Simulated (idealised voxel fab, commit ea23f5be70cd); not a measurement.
The following process module bears the name voxel transistor to metal.
Square cell edge 5 nm, section width 210 nm, ID cut.
Square cells in a grid make up a cross-section in this document, and the grid is given as bands, listed from the top down, each one or more rows of cells. Each band's line starts with the height of the band's top and of its bottom, in nm. Then come its materials from left to right, each with its width in nm. One material with "full width" fills the band from edge to edge. "blank" is empty space. Counting heights begins at 0, where everything beneath is, in the wafer as received, one material. The lowest band has no bottom; it goes on downwards, as "top 0, no bottom" shows. A width such as "30 to 40" changes by the same amount from each row of cells to the next, from the band's top row to its bottom row. "remained unchanged" (step): cross-section cells unchanged, all of them. The entry titled "Fully sealed voids" provides the empty spaces that have no open way to the top, restricted to those of 8 cells or more. Each is presented as width x height at distance, the distance being measured from the left edge, with all three in nm. Step line, after settings: the simulator's comment on this step. overlay nm: where the mask lay relative to plan, measured to the right, on steps with a mask; negatives go left.

**The process steps that were planned are listed below**
1 RECEIVE (material Si)
2 CONFORMAL_DEP (material SiO2; thk nm 5)
3 CONFORMAL_DEP (material SiN; thk nm 10)
4 MASKED_ETCH (tone cover; mask id ACTIVE; width nm 110; etch materials SiN; depth nm 10; overlay nm 0)
5 MASKED_ETCH (tone cover; mask id ACTIVE; width nm 110; etch materials SiO2; depth nm 5; overlay nm 0)
6 MASKED_ETCH (tone cover; mask id ACTIVE; width nm 110; etch materials Si; depth nm 25; overlay nm 0)
7 FILL_DEP (material SiO2; thk nm 10)
8 CMP (height nm 15)
9 SELECTIVE_ETCH (etch materials SiO2; depth nm 5)
10 STRIP (etch materials SiN)
11 SELECTIVE_ETCH (etch materials SiO2; depth nm 5)
12 OXIDIZE (depth nm 5)
13 DIRECTIONAL_DEP (material polySi; thk nm 25)
14 DIRECTIONAL_DEP (material SiCN; thk nm 15)
15 MASKED_ETCH (tone cover; mask id GATE; width nm 30; etch materials SiCN; depth nm 25; overlay nm 0)
16 MASKED_ETCH (tone cover; mask id GATE; width nm 30; etch materials polySi; depth nm 35; overlay nm 0)
17 CONFORMAL_DEP (material SiN; thk nm 5)
18 DIRECTIONAL_ETCH (etch materials SiN; depth nm 5)
19 DIRECTIONAL_ETCH (etch materials SiO2; depth nm 5)
20 DIRECTIONAL_ETCH (etch materials Si; depth nm 15)
21 EPI (material pSi; thk nm 15)
22 FILL_DEP (material SiO2; thk nm 5)
23 CMP (height nm 25)
24 STRIP (etch materials polySi)
25 SELECTIVE_ETCH (etch materials SiO2; depth nm 5)
26 CONFORMAL_DEP (material HfO2; thk nm 5)
27 CONFORMAL_DEP (material TiN; thk nm 5)
28 FILL_DEP (material W; thk nm 5)
29 CMP (height nm 20)
30 DIRECTIONAL_DEP (material SiO2; thk nm 15)
31 DIRECTIONAL_DEP (material aC; thk nm 15)
32 PATTERN (tone open; mask id CONTACT; material resist; width nm 15; pitch nm 75; thk nm 35; overlay nm 0)
33 DIRECTIONAL_ETCH (etch materials aC; depth nm 15)
34 STRIP (etch materials resist)
35 DIRECTIONAL_ETCH (etch materials SiO2; depth nm 40)
36 STRIP (etch materials aC)
37 CONFORMAL_DEP (material TiN; thk nm 5)
38 FILL_DEP (material Ru; thk nm 10)
39 CMP (height nm 35)
40 CONFORMAL_DEP (material SiCN; thk nm 5)
41 DIRECTIONAL_DEP (material lowk; thk nm 25)
42 MASKED_ETCH (tone open; mask id METAL_1; width nm 15; pitch nm 75; etch materials lowk; depth nm 25; overlay nm 0)
43 MASKED_ETCH (tone open; mask id METAL_1; width nm 15; pitch nm 75; etch materials SiCN; depth nm 5; overlay nm 0)
44 CONFORMAL_DEP (material TiN; thk nm 5)
45 FILL_DEP (material Cu; thk nm 10)
46 CMP (height nm 65)
47 CONFORMAL_DEP (material SiN; thk nm 5)

**On the first of the two wafers: run conducted according to plan**

**as received, after step 1**
    top 0, no bottom  Si full width
    Fully sealed voids: none

**You're looking at a cross-section of the wafer after step 2**
    top 5, bottom 0  SiO2 full width
    Below 0, no change.

**You're looking at a cross-section of the wafer after step 3**
    top 15, bottom 5  SiN full width
    Below 5, no change.

**You're looking at a cross-section of the wafer after step 4**
    top 15, bottom 5  blank 50; SiN 110; blank 50
    Below 5, no change.

**You're looking at a cross-section of the wafer after step 5**
    top 15, bottom 5  blank 50; SiN 110; blank 50
    top 5, bottom 0  blank 50; SiO2 110; blank 50
    Below 0, no change.

**You're looking at a cross-section of the wafer after step 6**
    top 15, bottom 5  blank 50; SiN 110; blank 50
    top 5, bottom 0  blank 50; SiO2 110; blank 50
    top 0, bottom -25  blank 50; Si 110; blank 50
    Below -25, no change.

**You're looking at a cross-section of the wafer after step 7**
    top 25, bottom 15  SiO2 full width
    top 15, bottom 5  SiO2 50; SiN 110; SiO2 50
    top 5, bottom 0  SiO2 full width
    top 0, bottom -25  SiO2 50; Si 110; SiO2 50
    Below -25, no change.

**You're looking at a cross-section of the wafer after step 8**
    top 15, bottom 5  SiO2 50; SiN 110; SiO2 50
    Below 5, no change.

**You're looking at a cross-section of the wafer after step 9**
    top 15, bottom 10  blank 50; SiN 110; blank 50
    Below 10, no change.

**You're looking at a cross-section of the wafer after step 10**
    top 10, bottom 5  SiO2 50; blank 110; SiO2 50
    Below 5, no change.

**You're looking at a cross-section of the wafer after step 11**
    top 5, bottom 0  SiO2 45; blank 120; SiO2 45
    Below 0, no change.

**You're looking at a cross-section of the wafer after step 12**
    top 5, bottom 0  SiO2 45; blank 120; SiO2 45
    top 0, bottom -5  SiO2 full width
    Below -5, no change.

**You're looking at a cross-section of the wafer after step 13**
    top 30, bottom 25  polySi 45; blank 120; polySi 45
    top 25, bottom 5  polySi full width
    top 5, bottom 0  SiO2 45; polySi 120; SiO2 45
    Below 0, no change.

**You're looking at a cross-section of the wafer after step 14**
    top 45, bottom 40  SiCN 45; blank 120; SiCN 45
    top 40, bottom 30  SiCN full width
    top 30, bottom 25  polySi 45; SiCN 120; polySi 45
    Below 25, no change.

**You're looking at a cross-section of the wafer after step 15**
    top 40, bottom 30  blank 90; SiCN 30; blank 90
    top 30, bottom 25  polySi 45; blank 45; SiCN 30; blank 45; polySi 45
    Below 25, no change.

**You're looking at a cross-section of the wafer after step 16**
    top 40, bottom 25  blank 90; SiCN 30; blank 90
    top 25, bottom 5  blank 90; polySi 30; blank 90
    top 5, bottom 0  SiO2 45; blank 45; polySi 30; blank 45; SiO2 45
    Below 0, no change.

**You're looking at a cross-section of the wafer after step 17**
    top 45, bottom 40  blank 85; SiN 40; blank 85
    top 40, bottom 25  blank 85; SiN 5; SiCN 30; SiN 5; blank 85
    top 25, bottom 10  blank 85; SiN 5; polySi 30; SiN 5; blank 85
    top 10, bottom 5  SiN 50; blank 35; SiN 5; polySi 30; SiN 5; blank 35; SiN 50
    top 5, bottom 0  SiO2 45; SiN 45; polySi 30; SiN 45; SiO2 45
    Below 0, no change.

**You're looking at a cross-section of the wafer after step 18**
    top 40, bottom 25  blank 85; SiN 5; SiCN 30; SiN 5; blank 85
    top 25, bottom 5  blank 85; SiN 5; polySi 30; SiN 5; blank 85
    top 5, bottom 0  SiO2 45; SiN 5; blank 35; SiN 5; polySi 30; SiN 5; blank 35; SiN 5; SiO2 45
    Below 0, no change.

**You're looking at a cross-section of the wafer after step 19**
    top 40, bottom 25  blank 85; SiN 5; SiCN 30; SiN 5; blank 85
    top 25, bottom 5  blank 85; SiN 5; polySi 30; SiN 5; blank 85
    top 5, bottom 0  blank 45; SiN 5; blank 35; SiN 5; polySi 30; SiN 5; blank 35; SiN 5; blank 45
    top 0, bottom -5  SiO2 50; blank 35; SiO2 40; blank 35; SiO2 50
    Below -5, no change.

**You're looking at a cross-section of the wafer after step 20**
    top 40, bottom 25  blank 85; SiN 5; SiCN 30; SiN 5; blank 85
    top 25, bottom 5  blank 85; SiN 5; polySi 30; SiN 5; blank 85
    top 5, bottom 0  blank 45; SiN 5; blank 35; SiN 5; polySi 30; SiN 5; blank 35; SiN 5; blank 45
    top 0, bottom -5  SiO2 50; blank 35; SiO2 40; blank 35; SiO2 50
    top -5, bottom -20  SiO2 50; blank 35; Si 40; blank 35; SiO2 50
    Below -20, no change.

**You're looking at a cross-section of the wafer after step 21**
    top 40, bottom 25  blank 85; SiN 5; SiCN 30; SiN 5; blank 85
    top 25, bottom 10  blank 85; SiN 5; polySi 30; SiN 5; blank 85
    top 10, bottom 5  blank 70; pSi 15; SiN 5; polySi 30; SiN 5; pSi 15; blank 70
    top 5, bottom 0  blank 45; SiN 5; blank 20; pSi 15; SiN 5; polySi 30; SiN 5; pSi 15; blank 20; SiN 5; blank 45
    top 0, bottom -5  SiO2 50; blank 20; pSi 15; SiO2 40; pSi 15; blank 20; SiO2 50
    top -5, bottom -20  SiO2 50; pSi 35; Si 40; pSi 35; SiO2 50
    Below -20, no change.

**You're looking at a cross-section of the wafer after step 22**
    top 45, bottom 40  SiO2 full width
    top 40, bottom 25  SiO2 85; SiN 5; SiCN 30; SiN 5; SiO2 85
    top 25, bottom 10  SiO2 85; SiN 5; polySi 30; SiN 5; SiO2 85
    top 10, bottom 5  SiO2 70; pSi 15; SiN 5; polySi 30; SiN 5; pSi 15; SiO2 70
    top 5, bottom 0  SiO2 45; SiN 5; SiO2 20; pSi 15; SiN 5; polySi 30; SiN 5; pSi 15; SiO2 20; SiN 5; SiO2 45
    top 0, bottom -5  SiO2 70; pSi 15; SiO2 40; pSi 15; SiO2 70
    Below -5, no change.

**You're looking at a cross-section of the wafer after step 23**
    top 25, bottom 10  SiO2 85; SiN 5; polySi 30; SiN 5; SiO2 85
    Below 10, no change.

**You're looking at a cross-section of the wafer after step 24**
    top 25, bottom 10  SiO2 85; SiN 5; blank 30; SiN 5; SiO2 85
    top 10, bottom 5  SiO2 70; pSi 15; SiN 5; blank 30; SiN 5; pSi 15; SiO2 70
    top 5, bottom 0  SiO2 45; SiN 5; SiO2 20; pSi 15; SiN 5; blank 30; SiN 5; pSi 15; SiO2 20; SiN 5; SiO2 45
    Below 0, no change.

**You're looking at a cross-section of the wafer after step 25**
    top 25, bottom 20  blank 85; SiN 5; blank 30; SiN 5; blank 85
    top 20, bottom 10  SiO2 85; SiN 5; blank 30; SiN 5; SiO2 85
    top 10, bottom 5  SiO2 70; pSi 15; SiN 5; blank 30; SiN 5; pSi 15; SiO2 70
    top 5, bottom 0  SiO2 45; SiN 5; SiO2 20; pSi 15; SiN 5; blank 30; SiN 5; pSi 15; SiO2 20; SiN 5; SiO2 45
    top 0, bottom -5  SiO2 70; pSi 15; blank 40; pSi 15; SiO2 70
    Below -5, no change.

**You're looking at a cross-section of the wafer after step 26**
    top 30, bottom 25  blank 80; HfO2 15; blank 20; HfO2 15; blank 80
    top 25, bottom 20  HfO2 85; SiN 5; HfO2 5; blank 20; HfO2 5; SiN 5; HfO2 85
    top 20, bottom 10  SiO2 85; SiN 5; HfO2 5; blank 20; HfO2 5; SiN 5; SiO2 85
    top 10, bottom 5  SiO2 70; pSi 15; SiN 5; HfO2 5; blank 20; HfO2 5; SiN 5; pSi 15; SiO2 70
    top 5, bottom 0  SiO2 45; SiN 5; SiO2 20; pSi 15; SiN 5; HfO2 5; blank 20; HfO2 5; SiN 5; pSi 15; SiO2 20; SiN 5; SiO2 45
    top 0, bottom -5  SiO2 70; pSi 15; HfO2 40; pSi 15; SiO2 70
    Below -5, no change.

**You're looking at a cross-section of the wafer after step 27**
    top 35, bottom 30  blank 75; TiN 25; blank 10; TiN 25; blank 75
    top 30, bottom 25  TiN 80; HfO2 15; TiN 5; blank 10; TiN 5; HfO2 15; TiN 80
    top 25, bottom 20  HfO2 85; SiN 5; HfO2 5; TiN 5; blank 10; TiN 5; HfO2 5; SiN 5; HfO2 85
    top 20, bottom 10  SiO2 85; SiN 5; HfO2 5; TiN 5; blank 10; TiN 5; HfO2 5; SiN 5; SiO2 85
    top 10, bottom 5  SiO2 70; pSi 15; SiN 5; HfO2 5; TiN 5; blank 10; TiN 5; HfO2 5; SiN 5; pSi 15; SiO2 70
    top 5, bottom 0  SiO2 45; SiN 5; SiO2 20; pSi 15; SiN 5; HfO2 5; TiN 20; HfO2 5; SiN 5; pSi 15; SiO2 20; SiN 5; SiO2 45
    Below 0, no change.

**You're looking at a cross-section of the wafer after step 28**
    top 40, bottom 35  W full width
    top 35, bottom 30  W 75; TiN 25; W 10; TiN 25; W 75
    top 30, bottom 25  TiN 80; HfO2 15; TiN 5; W 10; TiN 5; HfO2 15; TiN 80
    top 25, bottom 20  HfO2 85; SiN 5; HfO2 5; TiN 5; W 10; TiN 5; HfO2 5; SiN 5; HfO2 85
    top 20, bottom 10  SiO2 85; SiN 5; HfO2 5; TiN 5; W 10; TiN 5; HfO2 5; SiN 5; SiO2 85
    top 10, bottom 5  SiO2 70; pSi 15; SiN 5; HfO2 5; TiN 5; W 10; TiN 5; HfO2 5; SiN 5; pSi 15; SiO2 70
    Below 5, no change.

**You're looking at a cross-section of the wafer after step 29**
    top 20, bottom 10  SiO2 85; SiN 5; HfO2 5; TiN 5; W 10; TiN 5; HfO2 5; SiN 5; SiO2 85
    Below 10, no change.

**You're looking at a cross-section of the wafer after step 30**
    top 35, bottom 20  SiO2 full width
    Below 20, no change.

**You're looking at a cross-section of the wafer after step 31**
    top 50, bottom 35  aC full width
    Below 35, no change.

**You're looking at a cross-section of the wafer after step 32**
    top 85, bottom 50  resist 60; blank 15; resist 60; blank 15; resist 60
    Below 50, no change.

**You're looking at a cross-section of the wafer after step 33**
    top 70, bottom 50  resist 60; blank 15; resist 60; blank 15; resist 60
    top 50, bottom 35  aC 60; blank 15; aC 60; blank 15; aC 60
    Below 35, no change.

**You're looking at a cross-section of the wafer after step 34**
    top 50, bottom 35  aC 60; blank 15; aC 60; blank 15; aC 60
    Below 35, no change.

**You're looking at a cross-section of the wafer after step 35**
    top 50, bottom 35  aC 60; blank 15; aC 60; blank 15; aC 60
    top 35, bottom 20  SiO2 60; blank 15; SiO2 60; blank 15; SiO2 60
    top 20, bottom 10  SiO2 60; blank 15; SiO2 10; SiN 5; HfO2 5; TiN 5; W 10; TiN 5; HfO2 5; SiN 5; SiO2 10; blank 15; SiO2 60
    top 10, bottom 5  SiO2 60; blank 10; pSi 15; SiN 5; HfO2 5; TiN 5; W 10; TiN 5; HfO2 5; SiN 5; pSi 15; blank 10; SiO2 60
    top 5, bottom 0  SiO2 45; SiN 5; SiO2 10; blank 10; pSi 15; SiN 5; HfO2 5; TiN 20; HfO2 5; SiN 5; pSi 15; blank 10; SiO2 10; SiN 5; SiO2 45
    top 0, bottom -5  SiO2 60; blank 10; pSi 15; HfO2 40; pSi 15; blank 10; SiO2 60
    Below -5, no change.

**You're looking at a cross-section of the wafer after step 36**
    top 35, bottom 20  SiO2 60; blank 15; SiO2 60; blank 15; SiO2 60
    Below 20, no change.

**You're looking at a cross-section of the wafer after step 37**
    top 40, bottom 35  TiN 65; blank 5; TiN 70; blank 5; TiN 65
    top 35, bottom 20  SiO2 60; TiN 5; blank 5; TiN 5; SiO2 60; TiN 5; blank 5; TiN 5; SiO2 60
    top 20, bottom 15  SiO2 60; TiN 5; blank 5; TiN 5; SiO2 10; SiN 5; HfO2 5; TiN 5; W 10; TiN 5; HfO2 5; SiN 5; SiO2 10; TiN 5; blank 5; TiN 5; SiO2 60
    top 15, bottom 10  SiO2 60; TiN 15; SiO2 10; SiN 5; HfO2 5; TiN 5; W 10; TiN 5; HfO2 5; SiN 5; SiO2 10; TiN 15; SiO2 60
    top 10, bottom 5  SiO2 60; TiN 10; pSi 15; SiN 5; HfO2 5; TiN 5; W 10; TiN 5; HfO2 5; SiN 5; pSi 15; TiN 10; SiO2 60
    top 5, bottom 0  SiO2 45; SiN 5; SiO2 10; TiN 10; pSi 15; SiN 5; HfO2 5; TiN 20; HfO2 5; SiN 5; pSi 15; TiN 10; SiO2 10; SiN 5; SiO2 45
    top 0, bottom -5  SiO2 60; TiN 10; pSi 15; HfO2 40; pSi 15; TiN 10; SiO2 60
    Below -5, no change.

**You're looking at a cross-section of the wafer after step 38**
    top 50, bottom 40  Ru full width
    top 40, bottom 35  TiN 65; Ru 5; TiN 70; Ru 5; TiN 65
    top 35, bottom 20  SiO2 60; TiN 5; Ru 5; TiN 5; SiO2 60; TiN 5; Ru 5; TiN 5; SiO2 60
    top 20, bottom 15  SiO2 60; TiN 5; Ru 5; TiN 5; SiO2 10; SiN 5; HfO2 5; TiN 5; W 10; TiN 5; HfO2 5; SiN 5; SiO2 10; TiN 5; Ru 5; TiN 5; SiO2 60
    Below 15, no change.

**You're looking at a cross-section of the wafer after step 39**
    top 35, bottom 20  SiO2 60; TiN 5; Ru 5; TiN 5; SiO2 60; TiN 5; Ru 5; TiN 5; SiO2 60
    Below 20, no change.

**You're looking at a cross-section of the wafer after step 40**
    top 40, bottom 35  SiCN full width
    Below 35, no change.

**You're looking at a cross-section of the wafer after step 41**
    top 65, bottom 40  lowk full width
    Below 40, no change.

**You're looking at a cross-section of the wafer after step 42**
    top 65, bottom 40  lowk 60; blank 15; lowk 60; blank 15; lowk 60
    Below 40, no change.

**You're looking at a cross-section of the wafer after step 43**
    top 65, bottom 40  lowk 60; blank 15; lowk 60; blank 15; lowk 60
    top 40, bottom 35  SiCN 60; blank 15; SiCN 60; blank 15; SiCN 60
    Below 35, no change.

**You're looking at a cross-section of the wafer after step 44**
    top 70, bottom 65  TiN 65; blank 5; TiN 70; blank 5; TiN 65
    top 65, bottom 40  lowk 60; TiN 5; blank 5; TiN 5; lowk 60; TiN 5; blank 5; TiN 5; lowk 60
    top 40, bottom 35  SiCN 60; TiN 15; SiCN 60; TiN 15; SiCN 60
    Below 35, no change.

**You're looking at a cross-section of the wafer after step 45**
    top 80, bottom 70  Cu full width
    top 70, bottom 65  TiN 65; Cu 5; TiN 70; Cu 5; TiN 65
    top 65, bottom 40  lowk 60; TiN 5; Cu 5; TiN 5; lowk 60; TiN 5; Cu 5; TiN 5; lowk 60
    Below 40, no change.

**You're looking at a cross-section of the wafer after step 46**
    top 65, bottom 40  lowk 60; TiN 5; Cu 5; TiN 5; lowk 60; TiN 5; Cu 5; TiN 5; lowk 60
    Below 40, no change.

**You're looking at a cross-section of the wafer after step 47**
    top 70, bottom 65  SiN full width
    Below 65, no change.

**The Second Wafer: Common Origin and Plan, One Mistake in Execution, Identical to the First Through Step 42**

**Cross-sectional representation of the second wafer at the time designated in the plan for the completion of step 43**
    top 65, bottom 40  lowk 60; blank 15; lowk 60; blank 15; lowk 60
    top 40, bottom 35  SiCN 60; blank 10; SiCN 65; blank 10; SiCN 65
    Below 35, no change.

**Cross-sectional representation of the second wafer at the time designated in the plan for the completion of step 44**
    top 70, bottom 65  TiN 65; blank 5; TiN 70; blank 5; TiN 65
    top 65, bottom 45  lowk 60; TiN 5; blank 5; TiN 5; lowk 60; TiN 5; blank 5; TiN 5; lowk 60
    top 45, bottom 40  lowk 60; TiN 15; lowk 60; TiN 15; lowk 60
    top 40, bottom 35  SiCN 60; TiN 10; SiCN 65; TiN 10; SiCN 65
    Below 35, no change.

**Cross-sectional representation of the second wafer at the time designated in the plan for the completion of step 45**
    top 80, bottom 70  Cu full width
    top 70, bottom 65  TiN 65; Cu 5; TiN 70; Cu 5; TiN 65
    top 65, bottom 45  lowk 60; TiN 5; Cu 5; TiN 5; lowk 60; TiN 5; Cu 5; TiN 5; lowk 60
    Below 45, no change.

**Cross-sectional representation of the second wafer at the time designated in the plan for the completion of step 46**
    top 65, bottom 45  lowk 60; TiN 5; Cu 5; TiN 5; lowk 60; TiN 5; Cu 5; TiN 5; lowk 60
    Below 45, no change.

**Cross-sectional representation of the second wafer at the time designated in the plan for the completion of step 47**
    top 70, bottom 65  SiN full width
    Below 65, no change.
Short version of what went wrong: step 43: run off-plan, actual operation and settings MASKED_ETCH (tone open; mask id METAL_1; width nm 15; pitch nm 75; etch materials SiCN; depth nm 5; overlay nm -5)
Final wafer comparison in cells, second versus first, more or fewer per material: Cu: 2 fewer | SiCN: 2 more
